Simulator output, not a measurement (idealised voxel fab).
A process module follows: voxel local oxidation.
cross-section cut | 175 nm wide | cells 5 nm
Just so we're on the same page, the cross-sections are grids of square cells, and they're listed out in bands top to bottom, each band one or more rows deep. This entry defines a band. It first specifies the height of the band's top and the height of its bottom in nm, and then specifies the band's materials from left to right, stating each material with its width in nm. The word "all across" identifies a single material that fills the band from edge to edge, while the word "air" identifies empty space. All heights in this document are referenced to 0, defined as the level beneath which the wafer, as received, consists entirely of one material. The lowest band is not bounded below; it extends indefinitely downward and is written in the form "z 0 and below". Per-row width for "30 to 40": begins at first number (top row of band), ends at second number (bottom row), increment between rows held constant. Given "remained the same" for a step, no cell of the cross-section differs between before and after that step. What "Closed void catalog" gives you is every empty space of 8 cells or more that is cut off from the top. Each appears as width x height at distance, with the distance taken from the left edge and width, height and distance all in nm. The remark found on a step's line after its settings is issued by the simulator itself and pertains to that step. The line of a step may include "overlay nm". On a step with a mask, this value is how far to the right of its planned place the mask lay. A negative value means the mask lay to the left.
LIST OF PLANNED PROCESS STEPS
1: RECEIVE (material Si)
2: OXIDIZE (depth nm 5)
3: CONFORMAL_DEP (material SiN; thk nm 10)
4: PATTERN (tone cover; mask id ACTIVE; material resist; width nm 130; thk nm 15; overlay nm 0)
5: DIRECTIONAL_ETCH (etch materials SiN; depth nm 10)
6: STRIP (etch materials resist)
7: SELECTIVE_ETCH (etch materials SiO2; depth nm 5)
8: OXIDIZE (depth nm 10)
9: STRIP (etch materials SiN)
SO, THE FIRST OF OUR TWO WAFERS, RUN JUST AS WE PLANNED IT
CROSS-SECTION, INCOMING MATERIAL, AFTER STEP 1
> z 0 and below = Si all across
> Closed void catalog: none
WAFER XSEC, POST STEP 2
> z 0 to -5 = SiO2 all across
> Under -5: no change, same as before.
WAFER XSEC, POST STEP 3
> z 10 to 0 = SiN all across
> Under 0: no change, same as before.
WAFER XSEC, POST STEP 4
> z 25 to 10 = air (20) | resist (130) | air (25)
> Under 10: no change, same as before.
WAFER XSEC, POST STEP 5
> z 25 to 10 = air (20) | resist (130) | air (25)
> z 10 to 0 = air (20) | SiN (130) | air (25)
> Under 0: no change, same as before.
WAFER XSEC, POST STEP 6
> z 10 to 0 = air (20) | SiN (130) | air (25)
> Under 0: no change, same as before.
WAFER XSEC, POST STEP 7
> z 10 to 0 = air (20) | SiN (130) | air (25)
> z 0 to -5 = air (25) | SiO2 (120) | air (30)
> Under -5: no change, same as before.
WAFER XSEC, POST STEP 8
> z 10 to 0 = air (20) | SiN (130) | air (25)
> z 0 to -5 = air (25) | SiO2 (120) | air (30)
> z -5 to -15 = SiO2 (35) | Si (100) | SiO2 (40)
> Under -15: no change, same as before.
WAFER XSEC, POST STEP 9
> z 0 to -5 = air (25) | SiO2 (120) | air (30)
> Under -5: no change, same as before.
THE SECOND WAFER: IDENTICAL TO THE FIRST AT THE OUTSET AND IN ITS PLANNED SEQUENCE, DIFFERING ONLY IN THAT ONE MISTAKE WAS MADE DURING PROCESSING; UP TO AND INCLUDING STEP 3, ITS PATH IS THE FIRST WAFER'S PATH
SECOND WAFER, SECTIONED VIEW, AT STEP 4'S PLANNED END TIME
> z 25 to 10 = air (20) | resist (135) | air (20)
> Under 10: no change, same as before.
SECOND WAFER, SECTIONED VIEW, AT STEP 5'S PLANNED END TIME
> z 25 to 10 = air (20) | resist (135) | air (20)
> z 10 to 0 = air (20) | SiN (135) | air (20)
> Under 0: no change, same as before.
SECOND WAFER, SECTIONED VIEW, AT STEP 6'S PLANNED END TIME
> z 10 to 0 = air (20) | SiN (135) | air (20)
> Under 0: no change, same as before.
SECOND WAFER, SECTIONED VIEW, AT STEP 7'S PLANNED END TIME
> z 10 to 0 = air (20) | SiN (135) | air (20)
> z 0 to -5 = air (25) | SiO2 (125) | air (25)
> Under -5: no change, same as before.
SECOND WAFER, SECTIONED VIEW, AT STEP 8'S PLANNED END TIME
> z 10 to 0 = air (20) | SiN (135) | air (20)
> z 0 to -5 = air (25) | SiO2 (125) | air (25)
> z -5 to -15 = SiO2 (35) | Si (105) | SiO2 (35)
> Under -15: no change, same as before.
SECOND WAFER, SECTIONED VIEW, AT STEP 9'S PLANNED END TIME
> z 0 to -5 = air (25) | SiO2 (125) | air (25)
> Under -5: no change, same as before.
Diagnosis: step 4 did not use the planned setting and instead ran as PATTERN (tone cover; mask id ACTIVE; material resist; width nm 135; thk nm 15; overlay nm 0)
At the finish, the second wafer shows more or fewer cells for some materials than the first does: Si: 2 more, SiO2: 1 fewer
